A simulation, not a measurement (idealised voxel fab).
The process module presented herein is designated voxel transistor to metal.
Cross-section cut spans 275 nm and uses square cells 5 nm in size.
Just so we're on the same page, the cross-sections are grids of square cells, and they're listed out in bands top to bottom, each band one or more rows deep. It is stipulated that each band's entry specify, in nanometres, the height of the top of the band and then that of its bottom, followed by the materials of the band in left-to-right sequence, each together with its width in nanometres. A single material marked by the word "throughout" is understood to fill the band from edge to edge; the word "air" is understood to denote empty space. All heights in this document are referenced to 0, defined as the level beneath which the wafer, as received, consists entirely of one material. The lowest band is not bounded below; it extends indefinitely downward and is written in the form "0..down". The width entry "30 to 40" should be interpreted row by row: the top row of cells in the band takes the first number, the bottom row takes the second number, and the change between adjacent rows is uniform throughout. "nothing altered" means the step left every cell of the cross-section as it was. Entry "Voids, fully enclosed". Content: empty spaces with no open connection to the top, size 8 cells or greater. Each: width x height at distance. Distance: from left edge. Unit: nm. Past the settings on a step's line: simulator remark, on that step. Regarding "overlay nm": on a step with a mask, it is the distance the mask lay to the right of its planned place; a negative value places it to the left. So the way this works: pairs, before and after one process step. The after picture only goes down to the lowest band that actually changed, nothing below. Step and its settings are under each pair. And watch out, pairs might come from different runs of this module, same starting wafer though, so a pair only follows on from the one above if its "Prior to processing" entry tells you so.

Prior to processing:
- 40..25 | 55 air | 5 SiN | 25 SiCN | 5 SiN | 95 air | 5 SiN | 25 SiCN | 5 SiN | 55 air
- 25..5 | 55 air | 5 SiN | 25 polySi | 5 SiN | 95 air | 5 SiN | 25 polySi | 5 SiN | 55 air
- 5..0 | 15 air | 5 SiN | 35 air | 5 SiN | 25 polySi | 5 SiN | 35 air | 5 SiN | 15 air | 5 SiN | 35 air | 5 SiN | 25 polySi | 5 SiN | 35 air | 5 SiN | 15 air
- 0..-5 | 15 SiO2 | 5 SiN | 35 air | 5 SiN | 25 polySi | 5 SiN | 35 air | 5 SiN | 15 SiO2 | 5 SiN | 35 air | 5 SiN | 25 polySi | 5 SiN | 35 air | 5 SiN | 15 SiO2
- -5..-10 | 20 SiO2 | 35 air | 35 SiO2 | 35 air | 25 SiO2 | 35 air | 35 SiO2 | 35 air | 20 SiO2
- -10..-25 | 20 SiO2 | 35 air | 35 Si | 35 air | 25 SiO2 | 35 air | 35 Si | 35 air | 20 SiO2
- -25..-30 | 20 SiO2 | 105 Si | 25 SiO2 | 105 Si | 20 SiO2
- -30..down | Si throughout
- Voids, fully enclosed: none

Step Outcome:
- 40..25 | 55 air | 5 SiN | 25 SiCN | 5 SiN | 95 air | 5 SiN | 25 SiCN | 5 SiN | 55 air
- 25..5 | 55 air | 5 SiN | 25 polySi | 5 SiN | 95 air | 5 SiN | 25 polySi | 5 SiN | 55 air
- 5..0 | 15 air | 5 SiN | 35 air | 5 SiN | 25 polySi | 5 SiN | 35 air | 5 SiN | 15 air | 5 SiN | 35 air | 5 SiN | 25 polySi | 5 SiN | 35 air | 5 SiN | 15 air
- 0..-5 | 15 SiO2 | 5 SiN | 35 air | 5 SiN | 25 polySi | 5 SiN | 35 air | 5 SiN | 15 SiO2 | 5 SiN | 35 air | 5 SiN | 25 polySi | 5 SiN | 35 air | 5 SiN | 15 SiO2
- -5..-10 | 20 SiO2 | 35 air | 35 SiO2 | 35 air | 25 SiO2 | 35 air | 35 SiO2 | 35 air | 20 SiO2
- -10..-30 | 20 SiO2 | 35 air | 35 Si | 35 air | 25 SiO2 | 35 air | 35 Si | 35 air | 20 SiO2
- -30..-40 | 20 Si | 35 air | 35 Si | 35 air | 25 Si | 35 air | 35 Si | 35 air | 20 Si
- For the remainder of the cross-section, below -40, there is no change.
- Voids, fully enclosed: none
Which step turns the before cross-section above into the after cross-section? DIRECTIONAL_ETCH: etch materials Si, depth nm 15

Prior to processing: Please consult the pair immediately above; the cross-section it shows after its step is the state before this step.

Step Outcome:
- 40..25 | 55 air | 5 SiN | 25 SiCN | 5 SiN | 95 air | 5 SiN | 25 SiCN | 5 SiN | 55 air
- 25..10 | 55 air | 5 SiN | 25 polySi | 5 SiN | 95 air | 5 SiN | 25 polySi | 5 SiN | 55 air
- 10..5 | 35 air | 20 pSi | 5 SiN | 25 polySi | 5 SiN | 20 pSi | 55 air | 20 pSi | 5 SiN | 25 polySi | 5 SiN | 20 pSi | 35 air
- 5..0 | 15 air | 5 SiN | 15 air | 20 pSi | 5 SiN | 25 polySi | 5 SiN | 20 pSi | 15 air | 5 SiN | 15 air | 5 SiN | 15 air | 20 pSi | 5 SiN | 25 polySi | 5 SiN | 20 pSi | 15 air | 5 SiN | 15 air
- 0..-5 | 15 SiO2 | 5 SiN | 15 air | 20 pSi | 5 SiN | 25 polySi | 5 SiN | 20 pSi | 15 air | 5 SiN | 15 SiO2 | 5 SiN | 15 air | 20 pSi | 5 SiN | 25 polySi | 5 SiN | 20 pSi | 15 air | 5 SiN | 15 SiO2
- -5..-10 | 20 SiO2 | 15 air | 20 pSi | 35 SiO2 | 20 pSi | 15 air | 25 SiO2 | 15 air | 20 pSi | 35 SiO2 | 20 pSi | 15 air | 20 SiO2
- -10..-30 | 20 SiO2 | 35 pSi | 35 Si | 35 pSi | 25 SiO2 | 35 pSi | 35 Si | 35 pSi | 20 SiO2
- -30..-40 | 20 Si | 35 pSi | 35 Si | 35 pSi | 25 Si | 35 pSi | 35 Si | 35 pSi | 20 Si
- For the remainder of the cross-section, below -40, there is no change.
- Voids, fully enclosed: none
Which step turns the before cross-section above into the after cross-section? EPI: material pSi, thk nm 20

Prior to processing: Please consult the pair immediately above; the cross-section it shows after its step is the state before this step.

Step Outcome:
- 45..40 | SiO2 throughout
- 40..25 | 55 SiO2 | 5 SiN | 25 SiCN | 5 SiN | 95 SiO2 | 5 SiN | 25 SiCN | 5 SiN | 55 SiO2
- 25..10 | 55 SiO2 | 5 SiN | 25 polySi | 5 SiN | 95 SiO2 | 5 SiN | 25 polySi | 5 SiN | 55 SiO2
- 10..5 | 35 SiO2 | 20 pSi | 5 SiN | 25 polySi | 5 SiN | 20 pSi | 55 SiO2 | 20 pSi | 5 SiN | 25 polySi | 5 SiN | 20 pSi | 35 SiO2
- 5..-5 | 15 SiO2 | 5 SiN | 15 SiO2 | 20 pSi | 5 SiN | 25 polySi | 5 SiN | 20 pSi | 15 SiO2 | 5 SiN | 15 SiO2 | 5 SiN | 15 SiO2 | 20 pSi | 5 SiN | 25 polySi | 5 SiN | 20 pSi | 15 SiO2 | 5 SiN | 15 SiO2
- -5..-10 | 35 SiO2 | 20 pSi | 35 SiO2 | 20 pSi | 55 SiO2 | 20 pSi | 35 SiO2 | 20 pSi | 35 SiO2
- For the remainder of the cross-section, below -10, there is no change.
- Voids, fully enclosed: none
Which step turns the before cross-section above into the after cross-section? FILL_DEP: material SiO2, thk nm 5

Prior to processing: Please consult the pair immediately above; the cross-section it shows after its step is the state before this step.

Step Outcome:
- 40..25 | 55 SiO2 | 5 SiN | 25 SiCN | 5 SiN | 95 SiO2 | 5 SiN | 25 SiCN | 5 SiN | 55 SiO2
- For the remainder of the cross-section, below 25, there is no change.
- Voids, fully enclosed: none
Which step turns the before cross-section above into the after cross-section? CMP: height nm 40

Prior to processing: Please consult the pair immediately above; the cross-section it shows after its step is the state before this step.

Step Outcome:
- 55..40 | SiO2 throughout
- For the remainder of the cross-section, below 40, there is no change.
- Voids, fully enclosed: none
Which step turns the before cross-section above into the after cross-section? DIRECTIONAL_DEP: material SiO2, thk nm 15

Prior to processing: Please consult the pair immediately above; the cross-section it shows after its step is the state before this step.

Step Outcome:
- 70..55 | 25 resist | 30 air | 35 resist | 30 air | 35 resist | 30 air | 35 resist | 30 air | 25 resist
- For the remainder of the cross-section, below 55, there is no change.
- Voids, fully enclosed: none
Which step turns the before cross-section above into the after cross-section? PATTERN: tone open, mask id CONTACT, material resist, width nm 30, pitch nm 65, thk nm 15, overlay nm 0

Prior to processing: Please consult the pair immediately above; the cross-section it shows after its step is the state before this step.

Step Outcome:
- 70..55 | 25 resist | 30 air | 35 resist | 30 air | 35 resist | 30 air | 35 resist | 30 air | 25 resist
- 55..40 | 25 SiO2 | 30 air | 35 SiO2 | 30 air | 35 SiO2 | 30 air | 35 SiO2 | 30 air | 25 SiO2
- 40..25 | 25 SiO2 | 30 air | 5 SiN | 25 SiCN | 5 SiN | 30 air | 35 SiO2 | 30 air | 5 SiN | 25 SiCN | 5 SiN | 30 air | 25 SiO2
- 25..10 | 25 SiO2 | 30 air | 5 SiN | 25 polySi | 5 SiN | 30 air | 35 SiO2 | 30 air | 5 SiN | 25 polySi | 5 SiN | 30 air | 25 SiO2
- 10..5 | 25 SiO2 | 10 air | 20 pSi | 5 SiN | 25 polySi | 5 SiN | 20 pSi | 10 air | 35 SiO2 | 10 air | 20 pSi | 5 SiN | 25 polySi | 5 SiN | 20 pSi | 10 air | 25 SiO2
- 5..-5 | 15 SiO2 | 5 SiN | 5 SiO2 | 10 air | 20 pSi | 5 SiN | 25 polySi | 5 SiN | 20 pSi | 10 air | 5 SiO2 | 5 SiN | 15 SiO2 | 5 SiN | 5 SiO2 | 10 air | 20 pSi | 5 SiN | 25 polySi | 5 SiN | 20 pSi | 10 air | 5 SiO2 | 5 SiN | 15 SiO2
- For the remainder of the cross-section, below -5, there is no change.
- Voids, fully enclosed: none
Which step turns the before cross-section above into the after cross-section? DIRECTIONAL_ETCH: etch materials SiO2, depth nm 60

Prior to processing: Please consult the pair immediately above; the cross-section it shows after its step is the state before this step.

Step Outcome:
- 55..40 | 25 SiO2 | 30 air | 35 SiO2 | 30 air | 35 SiO2 | 30 air | 35 SiO2 | 30 air | 25 SiO2
- For the remainder of the cross-section, below 40, there is no change.
- Voids, fully enclosed: none
Which step turns the before cross-section above into the after cross-section? STRIP: etch materials resist

Prior to processing: Please consult the pair immediately above; the cross-section it shows after its step is the state before this step.

Step Outcome:
- 60..55 | 30 TiN | 20 air | 45 TiN | 20 air | 45 TiN | 20 air | 45 TiN | 20 air | 30 TiN
- 55..40 | 25 SiO2 | 5 TiN | 20 air | 5 TiN | 35 SiO2 | 5 TiN | 20 air | 5 TiN | 35 SiO2 | 5 TiN | 20 air | 5 TiN | 35 SiO2 | 5 TiN | 20 air | 5 TiN | 25 SiO2
- 40..25 | 25 SiO2 | 5 TiN | 20 air | 5 TiN | 5 SiN | 25 SiCN | 5 SiN | 5 TiN | 20 air | 5 TiN | 35 SiO2 | 5 TiN | 20 air | 5 TiN | 5 SiN | 25 SiCN | 5 SiN | 5 TiN | 20 air | 5 TiN | 25 SiO2
- 25..15 | 25 SiO2 | 5 TiN | 20 air | 5 TiN | 5 SiN | 25 polySi | 5 SiN | 5 TiN | 20 air | 5 TiN | 35 SiO2 | 5 TiN | 20 air | 5 TiN | 5 SiN | 25 polySi | 5 SiN | 5 TiN | 20 air | 5 TiN | 25 SiO2
- 15..10 | 25 SiO2 | 30 TiN | 5 SiN | 25 polySi | 5 SiN | 30 TiN | 35 SiO2 | 30 TiN | 5 SiN | 25 polySi | 5 SiN | 30 TiN | 25 SiO2
- 10..5 | 25 SiO2 | 10 TiN | 20 pSi | 5 SiN | 25 polySi | 5 SiN | 20 pSi | 10 TiN | 35 SiO2 | 10 TiN | 20 pSi | 5 SiN | 25 polySi | 5 SiN | 20 pSi | 10 TiN | 25 SiO2
- 5..-5 | 15 SiO2 | 5 SiN | 5 SiO2 | 10 TiN | 20 pSi | 5 SiN | 25 polySi | 5 SiN | 20 pSi | 10 TiN | 5 SiO2 | 5 SiN | 15 SiO2 | 5 SiN | 5 SiO2 | 10 TiN | 20 pSi | 5 SiN | 25 polySi | 5 SiN | 20 pSi | 10 TiN | 5 SiO2 | 5 SiN | 15 SiO2
- For the remainder of the cross-section, below -5, there is no change.
- Voids, fully enclosed: none
Which step turns the before cross-section above into the after cross-section? CONFORMAL_DEP: material TiN, thk nm 5

Prior to processing: Please consult the pair immediately above; the cross-section it shows after its step is the state before this step.

Step Outcome:
- 65..60 | W throughout
- 60..55 | 30 TiN | 20 W | 45 TiN | 20 W | 45 TiN | 20 W | 45 TiN | 20 W | 30 TiN
- 55..40 | 25 SiO2 | 5 TiN | 20 W | 5 TiN | 35 SiO2 | 5 TiN | 20 W | 5 TiN | 35 SiO2 | 5 TiN | 20 W | 5 TiN | 35 SiO2 | 5 TiN | 20 W | 5 TiN | 25 SiO2
- 40..25 | 25 SiO2 | 5 TiN | 20 W | 5 TiN | 5 SiN | 25 SiCN | 5 SiN | 5 TiN | 20 W | 5 TiN | 35 SiO2 | 5 TiN | 20 W | 5 TiN | 5 SiN | 25 SiCN | 5 SiN | 5 TiN | 20 W | 5 TiN | 25 SiO2
- 25..15 | 25 SiO2 | 5 TiN | 20 W | 5 TiN | 5 SiN | 25 polySi | 5 SiN | 5 TiN | 20 W | 5 TiN | 35 SiO2 | 5 TiN | 20 W | 5 TiN | 5 SiN | 25 polySi | 5 SiN | 5 TiN | 20 W | 5 TiN | 25 SiO2
- For the remainder of the cross-section, below 15, there is no change.
- Voids, fully enclosed: none
Which step turns the before cross-section above into the after cross-section? FILL_DEP: material W, thk nm 5

Prior to processing: Please consult the pair immediately above; the cross-section it shows after its step is the state before this step.

Step Outcome:
- 55..40 | 25 SiO2 | 5 TiN | 20 W | 5 TiN | 35 SiO2 | 5 TiN | 20 W | 5 TiN | 35 SiO2 | 5 TiN | 20 W | 5 TiN | 35 SiO2 | 5 TiN | 20 W | 5 TiN | 25 SiO2
- For the remainder of the cross-section, below 40, there is no change.
- Voids, fully enclosed: none
Which step turns the before cross-section above into the after cross-section? CMP: height nm 55

Prior to processing: Please consult the pair immediately above; the cross-section it shows after its step is the state before this step.

Step Outcome:
- 60..55 | TiN throughout
- For the remainder of the cross-section, below 55, there is no change.
- Voids, fully enclosed: none
Which step turns the before cross-section above into the after cross-section? DIRECTIONAL_DEP: material TiN, thk nm 5

Prior to processing: Please consult the pair immediately above; the cross-section it shows after its step is the state before this step.

Step Outcome:
- 85..60 | W throughout
- For the remainder of the cross-section, below 60, there is no change.
- Voids, fully enclosed: none
Which step turns the before cross-section above into the after cross-section? DIRECTIONAL_DEP: material W, thk nm 25

Prior to processing: Please consult the pair immediately above; the cross-section it shows after its step is the state before this step.

Step Outcome:
- 85..60 | 25 air | 15 W | 65 air | 15 W | 35 air | 15 W | 65 air | 15 W | 25 air
- For the remainder of the cross-section, below 60, there is no change.
- Voids, fully enclosed: none
Which step turns the before cross-section above into the after cross-section? MASKED_ETCH: tone cover, mask id METAL_1, width nm 15, etch materials W, depth nm 25, overlay nm 0

Prior to processing: Please consult the pair immediately above; the cross-section it shows after its step is the state before this step.

Step Outcome:
- 85..60 | 25 air | 15 W | 65 air | 15 W | 35 air | 15 W | 65 air | 15 W | 25 air
- 60..55 | 25 air | 15 TiN | 65 air | 15 TiN | 35 air | 15 TiN | 65 air | 15 TiN | 25 air
- For the remainder of the cross-section, below 55, there is no change.
- Voids, fully enclosed: none
Which step turns the before cross-section above into the after cross-section? MASKED_ETCH: tone cover, mask id METAL_1, width nm 15, etch materials TiN, depth nm 5, overlay nm 0

Prior to processing: Please consult the pair immediately above; the cross-section it shows after its step is the state before this step.

Step Outcome:
- 90..85 | 20 air | 25 SiCN | 55 air | 25 SiCN | 25 air | 25 SiCN | 55 air | 25 SiCN | 20 air
- 85..60 | 20 air | 5 SiCN | 15 W | 5 SiCN | 55 air | 5 SiCN | 15 W | 5 SiCN | 25 air | 5 SiCN | 15 W | 5 SiCN | 55 air | 5 SiCN | 15 W | 5 SiCN | 20 air
- 60..55 | 25 SiCN | 15 TiN | 65 SiCN | 15 TiN | 35 SiCN | 15 TiN | 65 SiCN | 15 TiN | 25 SiCN
- For the remainder of the cross-section, below 55, there is no change.
- Voids, fully enclosed: none
Which step turns the before cross-section above into the after cross-section? CONFORMAL_DEP: material SiCN, thk nm 5

Prior to processing: Please consult the pair immediately above; the cross-section it shows after its step is the state before this step.

Step Outcome:
- 95..90 | SiO2 throughout
- 90..85 | 20 SiO2 | 25 SiCN | 55 SiO2 | 25 SiCN | 25 SiO2 | 25 SiCN | 55 SiO2 | 25 SiCN | 20 SiO2
- 85..60 | 20 SiO2 | 5 SiCN | 15 W | 5 SiCN | 55 SiO2 | 5 SiCN | 15 W | 5 SiCN | 25 SiO2 | 5 SiCN | 15 W | 5 SiCN | 55 SiO2 | 5 SiCN | 15 W | 5 SiCN | 20 SiO2
- For the remainder of the cross-section, below 60, there is no change.
- Voids, fully enclosed: none
Which step turns the before cross-section above into the after cross-section? FILL_DEP: material SiO2, thk nm 5

Prior to processing: Please consult the pair immediately above; the cross-section it shows after its step is the state before this step.

Step Outcome:
- 85..60 | 20 SiO2 | 5 SiCN | 15 W | 5 SiCN | 55 SiO2 | 5 SiCN | 15 W | 5 SiCN | 25 SiO2 | 5 SiCN | 15 W | 5 SiCN | 55 SiO2 | 5 SiCN | 15 W | 5 SiCN | 20 SiO2
- For the remainder of the cross-section, below 60, there is no change.
- Voids, fully enclosed: none
Which step turns the before cross-section above into the after cross-section? CMP: height nm 85

Prior to processing: Please consult the pair immediately above; the cross-section it shows after its step is the state before this step.

Step Outcome:
- 90..85 | SiN throughout
- For the remainder of the cross-section, below 85, there is no change.
- Voids, fully enclosed: none
Which step turns the before cross-section above into the after cross-section? CONFORMAL_DEP: material SiN, thk nm 5

Prior to processing:
- 15..10 | 20 air | 105 SiN | 25 air | 105 SiN | 20 air
- 10..0 | 20 SiO2 | 105 SiN | 25 SiO2 | 105 SiN | 20 SiO2
- 0..-5 | SiO2 throughout
- -5..-30 | 20 SiO2 | 105 Si | 25 SiO2 | 105 Si | 20 SiO2
- -30..down | Si throughout
- Voids, fully enclosed: none

Step Outcome:
- 15..5 | 20 air | 105 SiN | 25 air | 105 SiN | 20 air
- For the remainder of the cross-section, below 5, there is no change.
- Voids, fully enclosed: none
Which step turns the before cross-section above into the after cross-section? SELECTIVE_ETCH: etch materials SiO2, depth nm 5

Prior to processing: Please consult the pair immediately above; the cross-section it shows after its step is the state before this step.

Step Outcome:
- 5..0 | 20 SiO2 | 105 air | 25 SiO2 | 105 air | 20 SiO2
- For the remainder of the cross-section, below 0, there is no change.
- Voids, fully enclosed: none
Which step turns the before cross-section above into the after cross-section? STRIP: etch materials SiN

Prior to processing: Please consult the pair immediately above; the cross-section it shows after its step is the state before this step.

Step Outcome:
- 35..30 | 20 polySi | 105 air | 25 polySi | 105 air | 20 polySi
- 30..5 | polySi throughout
- 5..0 | 20 SiO2 | 105 polySi | 25 SiO2 | 105 polySi | 20 SiO2
- For the remainder of the cross-section, below 0, there is no change.
- Voids, fully enclosed: none
Which step turns the before cross-section above into the after cross-section? DIRECTIONAL_DEP: material polySi, thk nm 30

Prior to processing: Please consult the pair immediately above; the cross-section it shows after its step is the state before this step.

Step Outcome:
- 50..45 | 20 SiCN | 105 air | 25 SiCN | 105 air | 20 SiCN
- 45..35 | SiCN throughout
- 35..30 | 20 polySi | 105 SiCN | 25 polySi | 105 SiCN | 20 polySi
- For the remainder of the cross-section, below 30, there is no change.
- Voids, fully enclosed: none
Which step turns the before cross-section above into the after cross-section? DIRECTIONAL_DEP: material SiCN, thk nm 15

Prior to processing: Please consult the pair immediately above; the cross-section it shows after its step is the state before this step.

Step Outcome:
- 60..55 | 20 aC | 105 air | 25 aC | 105 air | 20 aC
- 55..50 | aC throughout
- 50..45 | 20 SiCN | 105 aC | 25 SiCN | 105 aC | 20 SiCN
- For the remainder of the cross-section, below 45, there is no change.
- Voids, fully enclosed: none
Which step turns the before cross-section above into the after cross-section? DIRECTIONAL_DEP: material aC, thk nm 10

Prior to processing: Please consult the pair immediately above; the cross-section it shows after its step is the state before this step.

Step Outcome:
- 90..60 | 60 air | 25 resist | 105 air | 25 resist | 60 air
- 60..55 | 20 aC | 40 air | 25 resist | 40 air | 25 aC | 40 air | 25 resist | 40 air | 20 aC
- For the remainder of the cross-section, below 55, there is no change.
- Voids, fully enclosed: none
Which step turns the before cross-section above into the after cross-section? PATTERN: tone cover, mask id GATE, material resist, width nm 25, pitch nm 130, thk nm 30, overlay nm 0

Prior to processing: Please consult the pair immediately above; the cross-section it shows after its step is the state before this step.

Step Outcome:
- 80..55 | 60 air | 25 resist | 105 air | 25 resist | 60 air
- 55..50 | 60 air | 25 aC | 105 air | 25 aC | 60 air
- 50..45 | 20 SiCN | 40 air | 25 aC | 40 air | 25 SiCN | 40 air | 25 aC | 40 air | 20 SiCN
- For the remainder of the cross-section, below 45, there is no change.
- Voids, fully enclosed: none
Which step turns the before cross-section above into the after cross-section? DIRECTIONAL_ETCH: etch materials aC, depth nm 10

Prior to processing: Please consult the pair immediately above; the cross-section it shows after its step is the state before this step.

Step Outcome:
- 55..50 | 60 air | 25 aC | 105 air | 25 aC | 60 air
- For the remainder of the cross-section, below 50, there is no change.
- Voids, fully enclosed: none
Which step turns the before cross-section above into the after cross-section? STRIP: etch materials resist

Prior to processing: Please consult the pair immediately above; the cross-section it shows after its step is the state before this step.

Step Outcome:
- 55..45 | 60 air | 25 aC | 105 air | 25 aC | 60 air
- 45..35 | 60 air | 25 SiCN | 105 air | 25 SiCN | 60 air
- 35..30 | 20 polySi | 40 air | 25 SiCN | 40 air | 25 polySi | 40 air | 25 SiCN | 40 air | 20 polySi
- For the remainder of the cross-section, below 30, there is no change.
- Voids, fully enclosed: none
Which step turns the before cross-section above into the after cross-section? DIRECTIONAL_ETCH: etch materials SiCN, depth nm 25

Prior to processing: Please consult the pair immediately above; the cross-section it shows after its step is the state before this step.

Step Outcome:
- 55..45 | 60 air | 25 aC | 105 air | 25 aC | 60 air
- 45..30 | 60 air | 25 SiCN | 105 air | 25 SiCN | 60 air
- 30..5 | 60 air | 25 polySi | 105 air | 25 polySi | 60 air
- 5..0 | 20 SiO2 | 40 air | 25 polySi | 40 air | 25 SiO2 | 40 air | 25 polySi | 40 air | 20 SiO2
- For the remainder of the cross-section, below 0, there is no change.
- Voids, fully enclosed: none
Which step turns the before cross-section above into the after cross-section? DIRECTIONAL_ETCH: etch materials polySi, depth nm 40

Prior to processing: Please consult the pair immediately above; the cross-section it shows after its step is the state before this step.

Step Outcome:
- 45..30 | 60 air | 25 SiCN | 105 air | 25 SiCN | 60 air
- For the remainder of the cross-section, below 30, there is no change.
- Voids, fully enclosed: none
Which step turns the before cross-section above into the after cross-section? STRIP: etch materials aC

Prior to processing: Please consult the pair immediately above; the cross-section it shows after its step is the state before this step.

Step Outcome:
- 50..45 | 55 air | 35 SiN | 95 air | 35 SiN | 55 air
- 45..30 | 55 air | 5 SiN | 25 SiCN | 5 SiN | 95 air | 5 SiN | 25 SiCN | 5 SiN | 55 air
- 30..10 | 55 air | 5 SiN | 25 polySi | 5 SiN | 95 air | 5 SiN | 25 polySi | 5 SiN | 55 air
- 10..5 | 25 SiN | 30 air | 5 SiN | 25 polySi | 5 SiN | 30 air | 35 SiN | 30 air | 5 SiN | 25 polySi | 5 SiN | 30 air | 25 SiN
- 5..0 | 20 SiO2 | 40 SiN | 25 polySi | 40 SiN | 25 SiO2 | 40 SiN | 25 polySi | 40 SiN | 20 SiO2
- For the remainder of the cross-section, below 0, there is no change.
- Voids, fully enclosed: none
Which step turns the before cross-section above into the after cross-section? CONFORMAL_DEP: material SiN, thk nm 5

Prior to processing: Please consult the pair immediately above; the cross-section it shows after its step is the state before this step.

Step Outcome:
- 45..30 | 55 air | 5 SiN | 25 SiCN | 5 SiN | 95 air | 5 SiN | 25 SiCN | 5 SiN | 55 air
- 30..5 | 55 air | 5 SiN | 25 polySi | 5 SiN | 95 air | 5 SiN | 25 polySi | 5 SiN | 55 air
- 5..0 | 20 SiO2 | 5 SiN | 30 air | 5 SiN | 25 polySi | 5 SiN | 30 air | 5 SiN | 25 SiO2 | 5 SiN | 30 air | 5 SiN | 25 polySi | 5 SiN | 30 air | 5 SiN | 20 SiO2
- For the remainder of the cross-section, below 0, there is no change.
- Voids, fully enclosed: none
Which step turns the before cross-section above into the after cross-section? DIRECTIONAL_ETCH: etch materials SiN, depth nm 5

Prior to processing: Please consult the pair immediately above; the cross-section it shows after its step is the state before this step.

Step Outcome:
- 45..30 | 55 air | 5 SiN | 25 SiCN | 5 SiN | 95 air | 5 SiN | 25 SiCN | 5 SiN | 55 air
- 30..5 | 55 air | 5 SiN | 25 polySi | 5 SiN | 95 air | 5 SiN | 25 polySi | 5 SiN | 55 air
- 5..0 | 20 air | 5 SiN | 30 air | 5 SiN | 25 polySi | 5 SiN | 30 air | 5 SiN | 25 air | 5 SiN | 30 air | 5 SiN | 25 polySi | 5 SiN | 30 air | 5 SiN | 20 air
- 0..-5 | 25 SiO2 | 30 air | 35 SiO2 | 30 air | 35 SiO2 | 30 air | 35 SiO2 | 30 air | 25 SiO2
- For the remainder of the cross-section, below -5, there is no change.
- Voids, fully enclosed: none
Which step turns the before cross-section above into the after cross-section? DIRECTIONAL_ETCH: etch materials SiO2, depth nm 5

Prior to processing: Please consult the pair immediately above; the cross-section it shows after its step is the state before this step.

Step Outcome:
- 45..30 | 55 air | 5 SiN | 25 SiCN | 5 SiN | 95 air | 5 SiN | 25 SiCN | 5 SiN | 55 air
- 30..5 | 55 air | 5 SiN | 25 polySi | 5 SiN | 95 air | 5 SiN | 25 polySi | 5 SiN | 55 air
- 5..0 | 20 air | 5 SiN | 30 air | 5 SiN | 25 polySi | 5 SiN | 30 air | 5 SiN | 25 air | 5 SiN | 30 air | 5 SiN | 25 polySi | 5 SiN | 30 air | 5 SiN | 20 air
- 0..-5 | 25 SiO2 | 30 air | 35 SiO2 | 30 air | 35 SiO2 | 30 air | 35 SiO2 | 30 air | 25 SiO2
- -5..-20 | 20 SiO2 | 5 Si | 30 air | 35 Si | 30 air | 5 Si | 25 SiO2 | 5 Si | 30 air | 35 Si | 30 air | 5 Si | 20 SiO2
- For the remainder of the cross-section, below -20, there is no change.
- Voids, fully enclosed: none
Which step turns the before cross-section above into the after cross-section? DIRECTIONAL_ETCH: etch materials Si, depth nm 15

Prior to processing: Please consult the pair immediately above; the cross-section it shows after its step is the state before this step.

Step Outcome:
- 45..30 | 55 air | 5 SiN | 25 SiCN | 5 SiN | 95 air | 5 SiN | 25 SiCN | 5 SiN | 55 air
- 30..15 | 55 air | 5 SiN | 25 polySi | 5 SiN | 95 air | 5 SiN | 25 polySi | 5 SiN | 55 air
- 15..5 | 15 air | 40 pSi | 5 SiN | 25 polySi | 5 SiN | 40 pSi | 15 air | 40 pSi | 5 SiN | 25 polySi | 5 SiN | 40 pSi | 15 air
- 5..0 | 15 air | 5 pSi | 5 SiN | 30 pSi | 5 SiN | 25 polySi | 5 SiN | 30 pSi | 5 SiN | 5 pSi | 15 air | 5 pSi | 5 SiN | 30 pSi | 5 SiN | 25 polySi | 5 SiN | 30 pSi | 5 SiN | 5 pSi | 15 air
- 0..-5 | 25 SiO2 | 30 pSi | 35 SiO2 | 30 pSi | 35 SiO2 | 30 pSi | 35 SiO2 | 30 pSi | 25 SiO2
- -5..-20 | 20 SiO2 | 5 Si | 30 pSi | 35 Si | 30 pSi | 5 Si | 25 SiO2 | 5 Si | 30 pSi | 35 Si | 30 pSi | 5 Si | 20 SiO2
- For the remainder of the cross-section, below -20, there is no change.
- Voids, fully enclosed: none
Which step turns the before cross-section above into the after cross-section? EPI: material pSi, thk nm 20

Prior to processing: Please consult the pair immediately above; the cross-section it shows after its step is the state before this step.

Step Outcome:
- 50..45 | SiO2 throughout
- 45..30 | 55 SiO2 | 5 SiN | 25 SiCN | 5 SiN | 95 SiO2 | 5 SiN | 25 SiCN | 5 SiN | 55 SiO2
- 30..15 | 55 SiO2 | 5 SiN | 25 polySi | 5 SiN | 95 SiO2 | 5 SiN | 25 polySi | 5 SiN | 55 SiO2
- 15..5 | 15 SiO2 | 40 pSi | 5 SiN | 25 polySi | 5 SiN | 40 pSi | 15 SiO2 | 40 pSi | 5 SiN | 25 polySi | 5 SiN | 40 pSi | 15 SiO2
- 5..0 | 15 SiO2 | 5 pSi | 5 SiN | 30 pSi | 5 SiN | 25 polySi | 5 SiN | 30 pSi | 5 SiN | 5 pSi | 15 SiO2 | 5 pSi | 5 SiN | 30 pSi | 5 SiN | 25 polySi | 5 SiN | 30 pSi | 5 SiN | 5 pSi | 15 SiO2
- For the remainder of the cross-section, below 0, there is no change.
- Voids, fully enclosed: none
Which step turns the before cross-section above into the after cross-section? FILL_DEP: material SiO2, thk nm 5

Prior to processing: Please consult the pair immediately above; the cross-section it shows after its step is the state before this step.

Step Outcome:
- 40..30 | 55 SiO2 | 5 SiN | 25 SiCN | 5 SiN | 95 SiO2 | 5 SiN | 25 SiCN | 5 SiN | 55 SiO2
- For the remainder of the cross-section, below 30, there is no change.
- Voids, fully enclosed: none
Which step turns the before cross-section above into the after cross-section? CMP: height nm 40

Prior to processing: Please consult the pair immediately above; the cross-section it shows after its step is the state before this step.

Step Outcome:
- 55..40 | SiO2 throughout
- For the remainder of the cross-section, below 40, there is no change.
- Voids, fully enclosed: none
Which step turns the before cross-section above into the after cross-section? DIRECTIONAL_DEP: material SiO2, thk nm 15

Prior to processing: Please consult the pair immediately above; the cross-section it shows after its step is the state before this step.

Step Outcome:
- 70..55 | 25 resist | 30 air | 35 resist | 30 air | 35 resist | 30 air | 35 resist | 30 air | 25 resist
- For the remainder of the cross-section, below 55, there is no change.
- Voids, fully enclosed: none
Which step turns the before cross-section above into the after cross-section? PATTERN: tone open, mask id CONTACT, material resist, width nm 30, pitch nm 65, thk nm 15, overlay nm 0
